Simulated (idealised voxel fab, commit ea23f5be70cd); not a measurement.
The process module presented herein is designated voxel fin reveal.
Square cells of 5 nm make up the cross-section cut, whose width is 260 nm.
Format of a cross-section: grid, square cells. Given as bands. Order: top down. Band: one or more rows of cells. Heights first: top, then bottom, in nm. Then materials, left to right, each with a width in nm. "edge to edge" on a single material: fills the band edge to edge. "blank": empty space. Beneath 0, the wafer as received is one material, and that level is where height counting begins. The lowest band goes on downward without a bottom; it is written like "from 0 down". Think of "30->40" as a width that walks from the first number to the second as you go down the band, top row to bottom row, taking equal-sized steps from row to row. Key: "nothing was modified" - step with no changed cell in the cross-section. "Sealed internal voids": sealed empty spaces, 8 cells or more, no open way to top, listed width x height at distance, with distance from the left edge and width, height and distance in nm. Whatever follows a step's settings on its line is a remark the simulator itself makes about that step. The line of a step may include "overlay nm". On a step with a mask, this value is how far to the right of its planned place the mask lay. A negative value means the mask lay to the left.

## So here's the lineup of process steps we planned
- 1: RECEIVE: material Si
- 2: CONFORMAL_DEP: material SiN, thk nm 5
- 3: PATTERN: tone cover, mask id FINS, material resist, width nm 15, pitch nm 40, thk nm 20, overlay nm 0
- 4: DIRECTIONAL_ETCH: etch materials SiN, depth nm 5
- 5: DIRECTIONAL_ETCH: etch materials Si, depth nm 30
- 6: STRIP: etch materials resist
- 7: OXIDIZE: depth nm 5
- 8: FILL_DEP: material SiO2, thk nm 15
- 9: CMP: height nm 5
- 10: SELECTIVE_ETCH: etch materials SiO2, depth nm 15
- 11: STRIP: etch materials SiN
- 12: CONFORMAL_DEP: material HfO2, thk nm 5

## Here's what the wafer looked like in cross-section when it arrived - that's after step 1
* from 0 down = Si edge to edge
* Sealed internal voids: none

## Result of the module, cross-sectioned: start per above, plan per above, one error in how it was run
* from 5 to 0 = blank (80) / HfO2 (15) / blank (25) / HfO2 (15) / blank (25) / HfO2 (15) / blank (85)
* from 0 to -5 = blank (80) / HfO2 (5) / Si (5) / HfO2 (5) / blank (25) / HfO2 (5) / Si (5) / HfO2 (5) / blank (25) / HfO2 (5) / Si (5) / HfO2 (5) / blank (85)
* from -5 to -10 = HfO2 (85) / Si (5) / HfO2 (35) / Si (5) / HfO2 (35) / Si (5) / HfO2 (90)
* from -10 to -25 = SiO2 (85) / Si (5) / SiO2 (35) / Si (5) / SiO2 (35) / Si (5) / SiO2 (90)
* from -25 down = Si edge to edge
* Sealed internal voids: none
What broke from the plan during processing? contrary to plan, step 5 was performed as DIRECTIONAL_ETCH: etch materials Si, depth nm 20
